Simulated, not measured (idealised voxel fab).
The name of this process module is voxel self aligned contacts.
For reference, the cross-section in this document is cut, with width 275 nm and square cells of 5 nm.
Square cells in a grid make up a cross-section in this document, and the grid is given as bands, listed from the top down, each one or more rows of cells. First you get the band's top height and its bottom height, in nm, and then the materials it's made of, left to right, with each width in nm. If you see a single material with "full width", that one covers the band edge to edge. "empty" is empty space. Heights are measured from 0, the level below which the as-received wafer is all one material; the lowest band has no bottom and continues downward, written as in "z 0 and below". Think of "30 to 40" as a width that walks from the first number to the second as you go down the band, top row to bottom row, taking equal-sized steps from row to row. "nothing got changed" -> step changed no cross-section cell. Voids not open to the top, 8 cells minimum: see "Voids, enclosed". Written width x height at distance; distance is from the left edge; nm. On a step's line, text after the settings is the simulator commenting on that step. Steps that use a mask can have "overlay nm" on their line. It says how far the mask sat to the right of where it was meant to be. Negative means to the left.
**Process steps foreseen in the plan**
1. RECEIVE: material Si
2. OXIDIZE: depth nm 5
3. DIRECTIONAL_DEP: material polySi, thk nm 30
4. DIRECTIONAL_DEP: material SiN, thk nm 20
5. PATTERN: tone cover, mask id GATE, material resist, width nm 35, pitch nm 70, thk nm 20, overlay nm 0
6. DIRECTIONAL_ETCH: etch materials SiN, depth nm 20
7. DIRECTIONAL_ETCH: etch materials polySi, depth nm 30
8. STRIP: etch materials resist
9. CONFORMAL_DEP: material SiN, thk nm 5
10. DIRECTIONAL_ETCH: etch materials SiN, depth nm 5
11. FILL_DEP: material SiO2, thk nm 15
12. CMP: height nm 60
13. PATTERN: tone open, mask id CONTACT, material resist, width nm 55, pitch nm 70, thk nm 20, overlay nm 0
14. DIRECTIONAL_ETCH: etch materials SiO2, depth nm 65
15. STRIP: etch materials resist
16. CONFORMAL_DEP: material TiN, thk nm 5
17. FILL_DEP: material W, thk nm 5
18. CMP: height nm 60
19. CONFORMAL_DEP: material SiN, thk nm 5
**First wafer of two (run as planned)**
**This is the cross-section of the wafer as we received it, i.e. after step 1**
    z 0 and below  Si full width
    Voids, enclosed: none
**Cross-section through the wafer, step 2 finished**
    z 0 to -5  SiO2 full width
    All layers under -5 are left as they were.
**Cross-section through the wafer, step 3 finished**
    z 30 to 0  polySi full width
    All layers under 0 are left as they were.
**Cross-section through the wafer, step 4 finished**
    z 50 to 30  SiN full width
    All layers under 30 are left as they were.
**Cross-section through the wafer, step 5 finished**
    z 70 to 50  50 empty; 35 resist; 35 empty; 35 resist; 35 empty; 35 resist; 50 empty
    All layers under 50 are left as they were.
**Cross-section through the wafer, step 6 finished**
    z 70 to 50  50 empty; 35 resist; 35 empty; 35 resist; 35 empty; 35 resist; 50 empty
    z 50 to 30  50 empty; 35 SiN; 35 empty; 35 SiN; 35 empty; 35 SiN; 50 empty
    All layers under 30 are left as they were.
**Cross-section through the wafer, step 7 finished**
    z 70 to 50  50 empty; 35 resist; 35 empty; 35 resist; 35 empty; 35 resist; 50 empty
    z 50 to 30  50 empty; 35 SiN; 35 empty; 35 SiN; 35 empty; 35 SiN; 50 empty
    z 30 to 0  50 empty; 35 polySi; 35 empty; 35 polySi; 35 empty; 35 polySi; 50 empty
    All layers under 0 are left as they were.
**Cross-section through the wafer, step 8 finished**
    z 50 to 30  50 empty; 35 SiN; 35 empty; 35 SiN; 35 empty; 35 SiN; 50 empty
    All layers under 30 are left as they were.
**Cross-section through the wafer, step 9 finished**
    z 55 to 30  45 empty; 45 SiN; 25 empty; 45 SiN; 25 empty; 45 SiN; 45 empty
    z 30 to 5  45 empty; 5 SiN; 35 polySi; 5 SiN; 25 empty; 5 SiN; 35 polySi; 5 SiN; 25 empty; 5 SiN; 35 polySi; 5 SiN; 45 empty
    z 5 to 0  50 SiN; 35 polySi; 35 SiN; 35 polySi; 35 SiN; 35 polySi; 50 SiN
    All layers under 0 are left as they were.
**Cross-section through the wafer, step 10 finished**
    z 50 to 30  45 empty; 45 SiN; 25 empty; 45 SiN; 25 empty; 45 SiN; 45 empty
    z 30 to 0  45 empty; 5 SiN; 35 polySi; 5 SiN; 25 empty; 5 SiN; 35 polySi; 5 SiN; 25 empty; 5 SiN; 35 polySi; 5 SiN; 45 empty
    All layers under 0 are left as they were.
**Cross-section through the wafer, step 11 finished**
    z 65 to 50  SiO2 full width
    z 50 to 30  45 SiO2; 45 SiN; 25 SiO2; 45 SiN; 25 SiO2; 45 SiN; 45 SiO2
    z 30 to 0  45 SiO2; 5 SiN; 35 polySi; 5 SiN; 25 SiO2; 5 SiN; 35 polySi; 5 SiN; 25 SiO2; 5 SiN; 35 polySi; 5 SiN; 45 SiO2
    All layers under 0 are left as they were.
**Cross-section through the wafer, step 12 finished**
    z 60 to 50  SiO2 full width
    All layers under 50 are left as they were.
**Cross-section through the wafer, step 13 finished**
    z 80 to 60  75 resist; 55 empty; 15 resist; 55 empty; 75 resist
    All layers under 60 are left as they were.
**Cross-section through the wafer, step 14 finished**
    z 80 to 60  75 resist; 55 empty; 15 resist; 55 empty; 75 resist
    z 60 to 50  75 SiO2; 55 empty; 15 SiO2; 55 empty; 75 SiO2
    z 50 to 30  45 SiO2; 45 SiN; 25 empty; 45 SiN; 25 empty; 45 SiN; 45 SiO2
    z 30 to 0  45 SiO2; 5 SiN; 35 polySi; 5 SiN; 25 empty; 5 SiN; 35 polySi; 5 SiN; 25 empty; 5 SiN; 35 polySi; 5 SiN; 45 SiO2
    z 0 to -5  90 SiO2; 25 empty; 45 SiO2; 25 empty; 90 SiO2
    All layers under -5 are left as they were.
**Cross-section through the wafer, step 15 finished**
    z 60 to 50  75 SiO2; 55 empty; 15 SiO2; 55 empty; 75 SiO2
    All layers under 50 are left as they were.
**Cross-section through the wafer, step 16 finished**
    z 65 to 60  80 TiN; 45 empty; 25 TiN; 45 empty; 80 TiN
    z 60 to 50  75 SiO2; 5 to 20 TiN; 45 to 15 empty; 5 to 20 TiN; 15 SiO2; 5 to 20 TiN; 45 to 15 empty; 5 to 20 TiN; 75 SiO2
    z 50 to 30  45 SiO2; 45 SiN; 5 TiN; 15 empty; 5 TiN; 45 SiN; 5 TiN; 15 empty; 5 TiN; 45 SiN; 45 SiO2
    z 30 to 0  45 SiO2; 5 SiN; 35 polySi; 5 SiN; 5 TiN; 15 empty; 5 TiN; 5 SiN; 35 polySi; 5 SiN; 5 TiN; 15 empty; 5 TiN; 5 SiN; 35 polySi; 5 SiN; 45 SiO2
    z 0 to -5  90 SiO2; 25 TiN; 45 SiO2; 25 TiN; 90 SiO2
    All layers under -5 are left as they were.
**Cross-section through the wafer, step 17 finished**
    z 70 to 65  W full width
    z 65 to 60  80 TiN; 45 W; 25 TiN; 45 W; 80 TiN
    z 60 to 50  75 SiO2; 5 to 20 TiN; 45 to 15 W; 5 to 20 TiN; 15 SiO2; 5 to 20 TiN; 45 to 15 W; 5 to 20 TiN; 75 SiO2
    z 50 to 30  45 SiO2; 45 SiN; 5 TiN; 15 W; 5 TiN; 45 SiN; 5 TiN; 15 W; 5 TiN; 45 SiN; 45 SiO2
    z 30 to 0  45 SiO2; 5 SiN; 35 polySi; 5 SiN; 5 TiN; 15 W; 5 TiN; 5 SiN; 35 polySi; 5 SiN; 5 TiN; 15 W; 5 TiN; 5 SiN; 35 polySi; 5 SiN; 45 SiO2
    All layers under 0 are left as they were.
**Cross-section through the wafer, step 18 finished**
    z 60 to 50  75 SiO2; 5 to 20 TiN; 45 to 15 W; 5 to 20 TiN; 15 SiO2; 5 to 20 TiN; 45 to 15 W; 5 to 20 TiN; 75 SiO2
    All layers under 50 are left as they were.
**Cross-section through the wafer, step 19 finished**
    z 65 to 60  SiN full width
    All layers under 60 are left as they were.
**Wafer two: like wafer one in start and plan, but with one mistake in execution; identical up to and including step 18**
**Second wafer profile in section, at the moment step 19 of the plan was meant to be complete**
    z 65 to 60  SiO2 full width
    All layers under 60 are left as they were.
Run error: the process deviated at step 19: the operation and settings actually run there were CONFORMAL_DEP: material SiO2, thk nm 5
Count the cells at the end and the second wafer has more or fewer of some materials than the first: SiN: 55 fewer | SiO2: 55 more
